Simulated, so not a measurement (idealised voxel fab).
The following process module bears the name voxel capacitor over wiring.
Xsec cut, 210 nm wide, square cell size 5 nm.
Think of the cross-section as a grid of square cells. We describe it in bands, top to bottom, and each band covers one or more rows of those cells. Band: top height; bottom height; in nm. Then, left to right: material with width in nm, for each material. "everywhere": a single material spanning edge to edge. "blank": empty space. Heights from 0 (as-received wafer is one material below). Bottom band endless downward, as "z 0 and below". Width "30->40": first value at the band's top row of cells, second value at its bottom row, equal change from row to row. Given "no alterations made" for a step, no cell of the cross-section differs between before and after that step. Entry "Tabulated closed voids" = empty spaces >= 8 cells with no open way to the top; each as width x height at distance, distance from left edge, all nm. The remark found on a step's line after its settings is issued by the simulator itself and pertains to that step. overlay nm: mask right of planned place by this much (step with mask). Neg. = left.

**These are the steps we planned for the process**
1,RECEIVE with material Si
2,CONFORMAL_DEP with material SiO2, thk nm 15
3,CONFORMAL_DEP with material SiN, thk nm 5
4,DIRECTIONAL_DEP with material SiO2, thk nm 25
5,PATTERN with tone open, mask id METAL_1, material resist, width nm 30, pitch nm 95, thk nm 20, overlay nm 0
6,DIRECTIONAL_ETCH with etch materials SiO2, depth nm 25
7,DIRECTIONAL_ETCH with etch materials SiN, depth nm 5
8,STRIP with etch materials resist
9,CONFORMAL_DEP with material TiN, thk nm 5
10,FILL_DEP with material Cu, thk nm 10
11,CMP with height nm 45
12,EPI with material Ru, thk nm 5
13,FILL_DEP with material SiCN, thk nm 5
14,DIRECTIONAL_DEP with material lowk, thk nm 15
15,PATTERN with tone open, mask id PLUG_1, material resist, width nm 15, thk nm 15, overlay nm 0
16,DIRECTIONAL_ETCH with etch materials lowk, depth nm 15
17,DIRECTIONAL_ETCH with etch materials SiCN, depth nm 5
18,STRIP with etch materials resist
19,CONFORMAL_DEP with material TiN, thk nm 5
20,FILL_DEP with material Cu, thk nm 10
21,CMP with height nm 70
22,DIRECTIONAL_DEP with material TiN, thk nm 10
23,DIRECTIONAL_DEP with material Al2O3, thk nm 5
24,DIRECTIONAL_DEP with material TiN, thk nm 10
25,MASKED_ETCH with tone cover, mask id UPPER_PLATE, width nm 70, etch materials TiN, depth nm 10, overlay nm 0
26,MASKED_ETCH with tone cover, mask id UPPER_PLATE, width nm 70, etch materials Al2O3, depth nm 5, overlay nm 0
27,DIRECTIONAL_DEP with material aC, thk nm 15
28,PATTERN with tone cover, mask id LOWER_PLATE, material resist, width nm 80, thk nm 30, overlay nm 0
29,DIRECTIONAL_ETCH with etch materials aC, depth nm 15
30,STRIP with etch materials resist
31,DIRECTIONAL_ETCH with etch materials TiN, depth nm 10
32,STRIP with etch materials aC
33,FILL_DEP with material SiO2, thk nm 20
34,CMP with height nm 110
35,MASKED_ETCH with tone open, mask id PLUG_2, width nm 15, etch materials SiO2, depth nm 15, overlay nm 0
36,CONFORMAL_DEP with material TiN, thk nm 5
37,FILL_DEP with material Cu, thk nm 10
38,CMP with height nm 110
39,CONFORMAL_DEP with material SiCN, thk nm 5

**Cross-section of the wafer as it came to us, i.e., already through step 1**
- z 0 and below: Si everywhere
- Tabulated closed voids: none

**first wafer at the end, as planned**
- z 115 to 110: SiCN everywhere
- z 110 to 100: 65 nm SiO2 | 5 nm TiN | 5 nm Cu | 5 nm TiN | 130 nm SiO2
- z 100 to 95: 65 nm SiO2 | 15 nm TiN | 130 nm SiO2
- z 95 to 85: 55 nm SiO2 | 70 nm TiN | 85 nm SiO2
- z 85 to 80: 55 nm SiO2 | 70 nm Al2O3 | 85 nm SiO2
- z 80 to 70: 50 nm SiO2 | 80 nm TiN | 80 nm SiO2
- z 70 to 55: 55 nm lowk | 5 nm TiN | 5 nm Cu | 5 nm TiN | 140 nm lowk
- z 55 to 50: 55 nm SiCN | 15 nm TiN | 140 nm SiCN
- z 50 to 45: 35 nm SiCN | 40 nm Ru | 55 nm SiCN | 40 nm Ru | 40 nm SiCN
- z 45 to 20: 40 nm SiO2 | 5 nm TiN | 20 nm Cu | 5 nm TiN | 65 nm SiO2 | 5 nm TiN | 20 nm Cu | 5 nm TiN | 45 nm SiO2
- z 20 to 15: 40 nm SiN | 30 nm TiN | 65 nm SiN | 30 nm TiN | 45 nm SiN
- z 15 to 0: SiO2 everywhere
- z 0 and below: Si everywhere
- Tabulated closed voids: none

**Second wafer of the two, sectioned at the end of the module. It began like the first and followed the same plan, but one mistake was made while running it**
- z 115 to 110: SiCN everywhere
- z 110 to 100: 65 nm SiO2 | 5 nm TiN | 5 nm Cu | 5 nm TiN | 130 nm SiO2
- z 100 to 95: 65 nm SiO2 | 15 nm TiN | 130 nm SiO2
- z 95 to 85: 55 nm SiO2 | 70 nm TiN | 85 nm SiO2
- z 85 to 80: 55 nm SiO2 | 70 nm Al2O3 | 85 nm SiO2
- z 80 to 70: 50 nm SiO2 | 80 nm TiN | 80 nm SiO2
- z 70 to 55: 55 nm lowk | 5 nm TiN | 5 nm Cu | 5 nm TiN | 140 nm lowk
- z 55 to 50: 55 nm SiCN | 15 nm TiN | 140 nm SiCN
- z 50 to 45: 45 nm Ru | 20 nm SiCN | 75 nm Ru | 20 nm SiCN | 50 nm Ru
- z 45 to 20: 35 nm Cu | 5 nm TiN | 30 nm SiO2 | 5 nm TiN | 55 nm Cu | 5 nm TiN | 30 nm SiO2 | 5 nm TiN | 40 nm Cu
- z 20 to 15: 40 nm TiN | 30 nm SiN | 65 nm TiN | 30 nm SiN | 45 nm TiN
- z 15 to 0: SiO2 everywhere
- z 0 and below: Si everywhere
- Tabulated closed voids: none
Where did the run depart from the plan? step 5 off recipe, ran as PATTERN with tone cover, mask id METAL_1, material resist, width nm 30, pitch nm 95, thk nm 20, overlay nm 0
Final difference in cells, second wafer against first, listed per material as more or fewer: +90 Cu; +18 Ru; -18 SiCN; -18 SiN; -90 SiO2; +18 TiN
